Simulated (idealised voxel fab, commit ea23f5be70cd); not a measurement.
process module | voxel double patterning
cross-section cut | 190 nm wide | cells 5 nm
A cross-section is a grid of square cells, given in bands from the top down. A band is one or more rows of cells.
Each band's line starts with the height of the band's top and of its bottom, in nm. Then come its materials from left to right, each with its width in nm. One material with "throughout" fills the band from edge to edge. "air" is empty space.
Height 0 is the level under which the wafer as received is all one material. The lowest band goes on downwards, as in "0 down".
A width such as "30 to 40" changes by the same amount from each row of cells to the next, from the band's top row to its bottom row.
"no change" after a step means that no cell of the cross-section changed.
closed voids: empty space of 8 cells or more with no open way to the top, each as width x height at its distance from the left edge, in nm
after a step's settings: what the simulator itself notes on the step
overlay nm, on a step with a mask: how far to the right of its planned place the mask lay; to the left if negative
plan
1 op RECEIVE | material Si
2 op CONFORMAL_DEP | material SiO2 | thk nm 5
3 op DIRECTIONAL_DEP | material W | thk nm 10
4 op DIRECTIONAL_DEP | material SiN | thk nm 5
5 op DIRECTIONAL_DEP | material aC | thk nm 15
6 op PATTERN | tone open | mask id FIRST | material resist | width nm 15 | pitch nm 50 | thk nm 30 | overlay nm 0
7 op DIRECTIONAL_ETCH | etch materials aC | depth nm 15
8 op STRIP | etch materials resist
9 op DIRECTIONAL_ETCH | etch materials SiN | depth nm 5
10 op STRIP | etch materials aC
11 op PATTERN | tone open | mask id SECOND | material resist | width nm 15 | pitch nm 50 | thk nm 20 | overlay nm 0
12 op DIRECTIONAL_ETCH | etch materials SiN | depth nm 5
13 op STRIP | etch materials resist
14 op DIRECTIONAL_ETCH | etch materials W | depth nm 10
15 op STRIP | etch materials SiN
first wafer, as planned
as received, after step 1
  0 down: Si throughout
  closed voids: none
after step 2
  5 to 0: SiO2 throughout
  below 0: unchanged
after step 3
  15 to 5: W throughout
  below 5: unchanged
after step 4
  20 to 15: SiN throughout
  below 15: unchanged
after step 5
  35 to 20: aC throughout
  below 20: unchanged
after step 6
  65 to 35: resist 35 | air 15 | resist 35 | air 15 | resist 35 | air 15 | resist 40
  below 35: unchanged
after step 7
  50 to 35: resist 35 | air 15 | resist 35 | air 15 | resist 35 | air 15 | resist 40
  35 to 20: aC 35 | air 15 | aC 35 | air 15 | aC 35 | air 15 | aC 40
  below 20: unchanged
after step 8
  35 to 20: aC 35 | air 15 | aC 35 | air 15 | aC 35 | air 15 | aC 40
  below 20: unchanged
after step 9
  35 to 20: aC 35 | air 15 | aC 35 | air 15 | aC 35 | air 15 | aC 40
  20 to 15: SiN 35 | air 15 | SiN 35 | air 15 | SiN 35 | air 15 | SiN 40
  below 15: unchanged
after step 10
  20 to 15: SiN 35 | air 15 | SiN 35 | air 15 | SiN 35 | air 15 | SiN 40
  below 15: unchanged
after step 11
  40 to 20: resist 60 | air 15 | resist 35 | air 15 | resist 65
  20 to 15: SiN 35 | resist 15 | SiN 35 | resist 15 | SiN 35 | resist 15 | SiN 40
  below 15: unchanged
after step 12
  40 to 20: resist 60 | air 15 | resist 35 | air 15 | resist 65
  20 to 15: SiN 35 | resist 15 | SiN 10 | air 15 | SiN 10 | resist 15 | SiN 10 | air 15 | SiN 10 | resist 15 | SiN 40
  below 15: unchanged
after step 13
  20 to 15: SiN 35 | air 15 | SiN 10 | air 15 | SiN 10 | air 15 | SiN 10 | air 15 | SiN 10 | air 15 | SiN 40
  below 15: unchanged
after step 14
  20 to 15: SiN 35 | air 15 | SiN 10 | air 15 | SiN 10 | air 15 | SiN 10 | air 15 | SiN 10 | air 15 | SiN 40
  15 to 5: W 35 | air 15 | W 10 | air 15 | W 10 | air 15 | W 10 | air 15 | W 10 | air 15 | W 40
  below 5: unchanged
after step 15
  15 to 5: W 35 | air 15 | W 10 | air 15 | W 10 | air 15 | W 10 | air 15 | W 10 | air 15 | W 40
  below 5: unchanged
second wafer: like start, like plan, one mistake. Through step 1 it matches the first wafer
when step 2 should have ended
  10 to 0: W throughout
  below 0: unchanged
when step 3 should have ended
  15 to 10: SiO2 throughout
  below 10: unchanged
when step 4 should have ended
  20 to 15: SiN throughout
  below 15: unchanged
when step 5 should have ended
  35 to 20: aC throughout
  below 20: unchanged
when step 6 should have ended
  65 to 35: resist 35 | air 15 | resist 35 | air 15 | resist 35 | air 15 | resist 40
  below 35: unchanged
when step 7 should have ended
  50 to 35: resist 35 | air 15 | resist 35 | air 15 | resist 35 | air 15 | resist 40
  35 to 20: aC 35 | air 15 | aC 35 | air 15 | aC 35 | air 15 | aC 40
  below 20: unchanged
when step 8 should have ended
  35 to 20: aC 35 | air 15 | aC 35 | air 15 | aC 35 | air 15 | aC 40
  below 20: unchanged
when step 9 should have ended
  35 to 20: aC 35 | air 15 | aC 35 | air 15 | aC 35 | air 15 | aC 40
  20 to 15: SiN 35 | air 15 | SiN 35 | air 15 | SiN 35 | air 15 | SiN 40
  below 15: unchanged
when step 10 should have ended
  20 to 15: SiN 35 | air 15 | SiN 35 | air 15 | SiN 35 | air 15 | SiN 40
  below 15: unchanged
when step 11 should have ended
  40 to 20: resist 60 | air 15 | resist 35 | air 15 | resist 65
  20 to 15: SiN 35 | resist 15 | SiN 35 | resist 15 | SiN 35 | resist 15 | SiN 40
  below 15: unchanged
when step 12 should have ended
  40 to 20: resist 60 | air 15 | resist 35 | air 15 | resist 65
  20 to 15: SiN 35 | resist 15 | SiN 10 | air 15 | SiN 10 | resist 15 | SiN 10 | air 15 | SiN 10 | resist 15 | SiN 40
  below 15: unchanged
when step 13 should have ended
  20 to 15: SiN 35 | air 15 | SiN 10 | air 15 | SiN 10 | air 15 | SiN 10 | air 15 | SiN 10 | air 15 | SiN 40
  below 15: unchanged
when step 14 should have ended: no change
when step 15 should have ended
  15 to 10: SiO2 throughout
  below 10: unchanged
what went wrong: steps 2 and 3 were swapped
at the end the second wafer has, in cells: 30 more of W
